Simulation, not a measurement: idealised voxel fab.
Title: Process Module voxel air gaps
Cross-sectional view cut (width: 225 nm; square cell size: 5 nm).
Each cross-section below is a grid of square cells, stated as bands in top-down order, with one or more rows of cells making up each band. Within each band entry, the heights of the top and of the bottom of the band appear first, in that order and in nm; the materials of the band then follow from left to right, each with its corresponding width in nm. The designation "everywhere" on a single material indicates that it fills the band from edge to edge; the designation "blank" indicates empty space. Measure heights from 0. That's the level where, below it, the as-received wafer is all one material. The lowest band is bottomless and extends downward; write it as in "0 and below". It should be noted that a width expressed as "30..40" varies in equal increments from row to row of cells within the band, taking the value of the first number at the top row and that of the second number at the bottom row. Step marked "stayed the same"? Then no cell in the cross-section changed in it. "Listed closed voids" contains a list of empty spaces, each no smaller than 8 cells and without an open way to the top, written in the form width x height at distance with the distance from the left edge and all three in nm. after a step's settings: what the simulator itself notes on the step. "overlay nm" denotes, for a step that has a mask, the displacement of the mask to the right of its planned place, with negative values corresponding to the left.

Process steps foreseen in the plan
1,RECEIVE: material Si
2,CONFORMAL_DEP: material SiO2, thk nm 15
3,CONFORMAL_DEP: material SiN, thk nm 5
4,DIRECTIONAL_DEP: material lowk, thk nm 30
5,DIRECTIONAL_DEP: material aC, thk nm 10
6,PATTERN: tone open, mask id LINES, material resist, width nm 15, pitch nm 40, thk nm 25, overlay nm 0
7,DIRECTIONAL_ETCH: etch materials aC, depth nm 10
8,STRIP: etch materials resist
9,DIRECTIONAL_ETCH: etch materials lowk, depth nm 30
10,STRIP: etch materials aC
11,CONFORMAL_DEP: material TiN, thk nm 5
12,FILL_DEP: material W, thk nm 10
13,CMP: height nm 50
14,EPI: material Ru, thk nm 10
15,SELECTIVE_ETCH: etch materials lowk, depth nm 40
16,CONFORMAL_DEP: material SiCN, thk nm 5

So, the first of our two wafers, run just as we planned it

Wafer cross-section on receipt, i.e. after step 1
  0 and below | Si everywhere
  Listed closed voids: none

Step 2 done - wafer cross-section
  15 down to 0 | SiO2 everywhere
  Unchanged below 0.

Step 3 done - wafer cross-section
  20 down to 15 | SiN everywhere
  Unchanged below 15.

Step 4 done - wafer cross-section
  50 down to 20 | lowk everywhere
  Unchanged below 20.

Step 5 done - wafer cross-section
  60 down to 50 | aC everywhere
  Unchanged below 50.

Step 6 done - wafer cross-section
  85 down to 60 | resist (45), then blank (15), then resist (25), then blank (15), then resist (25), then blank (15), then resist (25), then blank (15), then resist (45)
  Unchanged below 60.

Step 7 done - wafer cross-section
  75 down to 60 | resist (45), then blank (15), then resist (25), then blank (15), then resist (25), then blank (15), then resist (25), then blank (15), then resist (45)
  60 down to 50 | aC (45), then blank (15), then aC (25), then blank (15), then aC (25), then blank (15), then aC (25), then blank (15), then aC (45)
  Unchanged below 50.

Step 8 done - wafer cross-section
  60 down to 50 | aC (45), then blank (15), then aC (25), then blank (15), then aC (25), then blank (15), then aC (25), then blank (15), then aC (45)
  Unchanged below 50.

Step 9 done - wafer cross-section
  60 down to 50 | aC (45), then blank (15), then aC (25), then blank (15), then aC (25), then blank (15), then aC (25), then blank (15), then aC (45)
  50 down to 20 | lowk (45), then blank (15), then lowk (25), then blank (15), then lowk (25), then blank (15), then lowk (25), then blank (15), then lowk (45)
  Unchanged below 20.

Step 10 done - wafer cross-section
  50 down to 20 | lowk (45), then blank (15), then lowk (25), then blank (15), then lowk (25), then blank (15), then lowk (25), then blank (15), then lowk (45)
  Unchanged below 20.

Step 11 done - wafer cross-section
  55 down to 50 | TiN (50), then blank (5), then TiN (35), then blank (5), then TiN (35), then blank (5), then TiN (35), then blank (5), then TiN (50)
  50 down to 25 | lowk (45), then TiN (5), then blank (5), then TiN (5), then lowk (25), then TiN (5), then blank (5), then TiN (5), then lowk (25), then TiN (5), then blank (5), then TiN (5), then lowk (25), then TiN (5), then blank (5), then TiN (5), then lowk (45)
  25 down to 20 | lowk (45), then TiN (15), then lowk (25), then TiN (15), then lowk (25), then TiN (15), then lowk (25), then TiN (15), then lowk (45)
  Unchanged below 20.

Step 12 done - wafer cross-section
  65 down to 55 | W everywhere
  55 down to 50 | TiN (50), then W (5), then TiN (35), then W (5), then TiN (35), then W (5), then TiN (35), then W (5), then TiN (50)
  50 down to 25 | lowk (45), then TiN (5), then W (5), then TiN (5), then lowk (25), then TiN (5), then W (5), then TiN (5), then lowk (25), then TiN (5), then W (5), then TiN (5), then lowk (25), then TiN (5), then W (5), then TiN (5), then lowk (45)
  Unchanged below 25.

Step 13 done - wafer cross-section
  50 down to 25 | lowk (45), then TiN (5), then W (5), then TiN (5), then lowk (25), then TiN (5), then W (5), then TiN (5), then lowk (25), then TiN (5), then W (5), then TiN (5), then lowk (25), then TiN (5), then W (5), then TiN (5), then lowk (45)
  Unchanged below 25.

Step 14 done - wafer cross-section
  60 down to 50 | blank (35), then Ru (35), then blank (5), then Ru (35), then blank (5), then Ru (35), then blank (5), then Ru (35), then blank (35)
  Unchanged below 50.

Step 15 done - wafer cross-section
  60 down to 50 | blank (35), then Ru (35), then blank (5), then Ru (35), then blank (5), then Ru (35), then blank (5), then Ru (35), then blank (35)
  50 down to 25 | blank (45), then TiN (5), then W (5), then TiN (5), then blank (25), then TiN (5), then W (5), then TiN (5), then blank (25), then TiN (5), then W (5), then TiN (5), then blank (25), then TiN (5), then W (5), then TiN (5), then blank (45)
  25 down to 20 | blank (45), then TiN (15), then blank (25), then TiN (15), then blank (25), then TiN (15), then blank (25), then TiN (15), then blank (45)
  Unchanged below 20.

Step 16 done - wafer cross-section
  65 down to 60 | blank (30), then SiCN (165), then blank (30)
  60 down to 50 | blank (30), then SiCN (5), then Ru (35), then SiCN (5), then Ru (35), then SiCN (5), then Ru (35), then SiCN (5), then Ru (35), then SiCN (5), then blank (30)
  50 down to 45 | blank (30), then SiCN (15), then TiN (5), then W (5), then TiN (5), then SiCN (25), then TiN (5), then W (5), then TiN (5), then SiCN (25), then TiN (5), then W (5), then TiN (5), then SiCN (25), then TiN (5), then W (5), then TiN (5), then SiCN (15), then blank (30)
  45 down to 25 | blank (40), then SiCN (5), then TiN (5), then W (5), then TiN (5), then SiCN (5), then blank (15), then SiCN (5), then TiN (5), then W (5), then TiN (5), then SiCN (5), then blank (15), then SiCN (5), then TiN (5), then W (5), then TiN (5), then SiCN (5), then blank (15), then SiCN (5), then TiN (5), then W (5), then TiN (5), then SiCN (5), then blank (40)
  25 down to 20 | SiCN (45), then TiN (15), then SiCN (25), then TiN (15), then SiCN (25), then TiN (15), then SiCN (25), then TiN (15), then SiCN (45)
  Unchanged below 20.
  Listed closed voids: 15 x 20 at 65; 15 x 20 at 105; 15 x 20 at 145

Second wafer. Start and plan as for the first. One mistake made in running. Agrees with the first up to and including step 5

Second wafer, section view, time point: scheduled end of step 6
  85 down to 60 | blank (45), then resist (15), then blank (25), then resist (15), then blank (25), then resist (15), then blank (25), then resist (15), then blank (45)
  Unchanged below 60.

Second wafer, section view, time point: scheduled end of step 7
  75 down to 60 | blank (45), then resist (15), then blank (25), then resist (15), then blank (25), then resist (15), then blank (25), then resist (15), then blank (45)
  60 down to 50 | blank (45), then aC (15), then blank (25), then aC (15), then blank (25), then aC (15), then blank (25), then aC (15), then blank (45)
  Unchanged below 50.

Second wafer, section view, time point: scheduled end of step 8
  60 down to 50 | blank (45), then aC (15), then blank (25), then aC (15), then blank (25), then aC (15), then blank (25), then aC (15), then blank (45)
  Unchanged below 50.

Second wafer, section view, time point: scheduled end of step 9
  60 down to 50 | blank (45), then aC (15), then blank (25), then aC (15), then blank (25), then aC (15), then blank (25), then aC (15), then blank (45)
  50 down to 20 | blank (45), then lowk (15), then blank (25), then lowk (15), then blank (25), then lowk (15), then blank (25), then lowk (15), then blank (45)
  Unchanged below 20.

Second wafer, section view, time point: scheduled end of step 10
  50 down to 20 | blank (45), then lowk (15), then blank (25), then lowk (15), then blank (25), then lowk (15), then blank (25), then lowk (15), then blank (45)
  Unchanged below 20.

Second wafer, section view, time point: scheduled end of step 11
  55 down to 50 | blank (40), then TiN (25), then blank (15), then TiN (25), then blank (15), then TiN (25), then blank (15), then TiN (25), then blank (40)
  50 down to 25 | blank (40), then TiN (5), then lowk (15), then TiN (5), then blank (15), then TiN (5), then lowk (15), then TiN (5), then blank (15), then TiN (5), then lowk (15), then TiN (5), then blank (15), then TiN (5), then lowk (15), then TiN (5), then blank (40)
  25 down to 20 | TiN (45), then lowk (15), then TiN (25), then lowk (15), then TiN (25), then lowk (15), then TiN (25), then lowk (15), then TiN (45)
  Unchanged below 20.

Second wafer, section view, time point: scheduled end of step 12
  65 down to 55 | W everywhere
  55 down to 50 | W (40), then TiN (25), then W (15), then TiN (25), then W (15), then TiN (25), then W (15), then TiN (25), then W (40)
  50 down to 25 | W (40), then TiN (5), then lowk (15), then TiN (5), then W (15), then TiN (5), then lowk (15), then TiN (5), then W (15), then TiN (5), then lowk (15), then TiN (5), then W (15), then TiN (5), then lowk (15), then TiN (5), then W (40)
  Unchanged below 25.

Second wafer, section view, time point: scheduled end of step 13
  50 down to 25 | W (40), then TiN (5), then lowk (15), then TiN (5), then W (15), then TiN (5), then lowk (15), then TiN (5), then W (15), then TiN (5), then lowk (15), then TiN (5), then W (15), then TiN (5), then lowk (15), then TiN (5), then W (40)
  Unchanged below 25.

Second wafer, section view, time point: scheduled end of step 14
  60 down to 50 | Ru everywhere
  Unchanged below 50.

Second wafer, section view, time point: scheduled end of step 15: stayed the same

Second wafer, section view, time point: scheduled end of step 16
  65 down to 60 | SiCN everywhere
  Unchanged below 60.
Where did the run depart from the plan? contrary to plan, step 6 was performed as PATTERN: tone cover, mask id LINES, material resist, width nm 15, pitch nm 40, thk nm 25, overlay nm 0
Bottom line after processing is that, in cells, the second wafer is up or down on some materials versus the first: +34 Ru, -84 SiCN, +21 TiN, +105 W, +72 lowk
closed voids at the end (first wafer, second wafer): 3, 0
